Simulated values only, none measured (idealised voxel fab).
process module | voxel air gaps
cross-section cut | 205 nm wide | cells 5 nm
A cross-section is a grid of square cells, given in bands from the top down. A band is one or more rows of cells.
Each band's line starts with the height of the band's top and of its bottom, in nm. Then come its materials from left to right, each with its width in nm. One material with "throughout" fills the band from edge to edge. "air" is empty space.
Height 0 is the level under which the wafer as received is all one material. The lowest band goes on downwards, as in "0 down".
A width such as "30 to 40" changes by the same amount from each row of cells to the next, from the band's top row to its bottom row.
"no change" after a step means that no cell of the cross-section changed.
closed voids: empty space of 8 cells or more with no open way to the top, each as width x height at its distance from the left edge, in nm
after a step's settings: what the simulator itself notes on the step
overlay nm, on a step with a mask: how far to the right of its planned place the mask lay; to the left if negative
plan
1 op RECEIVE | material Si
2 op CONFORMAL_DEP | material SiO2 | thk nm 10
3 op CONFORMAL_DEP | material SiCN | thk nm 5
4 op DIRECTIONAL_DEP | material SiO2 | thk nm 30
5 op PATTERN | tone open | mask id LINES | material resist | width nm 20 | pitch nm 45 | thk nm 20 | overlay nm 0
6 op DIRECTIONAL_ETCH | etch materials SiO2 | depth nm 30
7 op STRIP | etch materials resist
8 op CONFORMAL_DEP | material TiN | thk nm 5
9 op FILL_DEP | material Cu | thk nm 10
10 op CMP | height nm 45
11 op EPI | material Ru | thk nm 10
12 op SELECTIVE_ETCH | etch materials SiO2 | depth nm 40
13 op CONFORMAL_DEP | material SiCN | thk nm 5
first wafer, as planned
as received, after step 1
  0 down: Si throughout
  closed voids: none
after step 2
  10 to 0: SiO2 throughout
  below 0: unchanged
after step 3
  15 to 10: SiCN throughout
  below 10: unchanged
after step 4
  45 to 15: SiO2 throughout
  below 15: unchanged
after step 5
  65 to 45: resist 45 | air 20 | resist 25 | air 20 | resist 25 | air 20 | resist 50
  below 45: unchanged
after step 6
  65 to 45: resist 45 | air 20 | resist 25 | air 20 | resist 25 | air 20 | resist 50
  45 to 15: SiO2 45 | air 20 | SiO2 25 | air 20 | SiO2 25 | air 20 | SiO2 50
  below 15: unchanged
after step 7
  45 to 15: SiO2 45 | air 20 | SiO2 25 | air 20 | SiO2 25 | air 20 | SiO2 50
  below 15: unchanged
after step 8
  50 to 45: TiN 50 | air 10 | TiN 35 | air 10 | TiN 35 | air 10 | TiN 55
  45 to 20: SiO2 45 | TiN 5 | air 10 | TiN 5 | SiO2 25 | TiN 5 | air 10 | TiN 5 | SiO2 25 | TiN 5 | air 10 | TiN 5 | SiO2 50
  20 to 15: SiO2 45 | TiN 20 | SiO2 25 | TiN 20 | SiO2 25 | TiN 20 | SiO2 50
  below 15: unchanged
after step 9
  60 to 50: Cu throughout
  50 to 45: TiN 50 | Cu 10 | TiN 35 | Cu 10 | TiN 35 | Cu 10 | TiN 55
  45 to 20: SiO2 45 | TiN 5 | Cu 10 | TiN 5 | SiO2 25 | TiN 5 | Cu 10 | TiN 5 | SiO2 25 | TiN 5 | Cu 10 | TiN 5 | SiO2 50
  below 20: unchanged
after step 10
  45 to 20: SiO2 45 | TiN 5 | Cu 10 | TiN 5 | SiO2 25 | TiN 5 | Cu 10 | TiN 5 | SiO2 25 | TiN 5 | Cu 10 | TiN 5 | SiO2 50
  below 20: unchanged
after step 11
  55 to 45: air 35 | Ru 40 | air 5 | Ru 40 | air 5 | Ru 40 | air 40
  below 45: unchanged
after step 12
  55 to 45: air 35 | Ru 40 | air 5 | Ru 40 | air 5 | Ru 40 | air 40
  45 to 20: air 45 | TiN 5 | Cu 10 | TiN 5 | air 25 | TiN 5 | Cu 10 | TiN 5 | air 25 | TiN 5 | Cu 10 | TiN 5 | air 50
  20 to 15: air 45 | TiN 20 | air 25 | TiN 20 | air 25 | TiN 20 | air 50
  below 15: unchanged
after step 13
  60 to 55: air 30 | SiCN 140 | air 35
  55 to 45: air 30 | SiCN 5 | Ru 40 | SiCN 5 | Ru 40 | SiCN 5 | Ru 40 | SiCN 5 | air 35
  45 to 40: air 30 | SiCN 15 | TiN 5 | Cu 10 | TiN 5 | SiCN 25 | TiN 5 | Cu 10 | TiN 5 | SiCN 25 | TiN 5 | Cu 10 | TiN 5 | SiCN 15 | air 35
  40 to 20: air 40 | SiCN 5 | TiN 5 | Cu 10 | TiN 5 | SiCN 5 | air 15 | SiCN 5 | TiN 5 | Cu 10 | TiN 5 | SiCN 5 | air 15 | SiCN 5 | TiN 5 | Cu 10 | TiN 5 | SiCN 5 | air 45
  20 to 15: SiCN 45 | TiN 20 | SiCN 25 | TiN 20 | SiCN 25 | TiN 20 | SiCN 50
  below 15: unchanged
  closed voids: 15 x 20 at 70; 15 x 20 at 115
second wafer: like start, like plan, one mistake. Through step 12 it matches the first wafer
when step 13 should have ended: no change
what went wrong: step 13 was left out
at the end the second wafer has, in cells: 105 fewer of SiCN
closed voids at the end (first wafer, second wafer): 2, 0
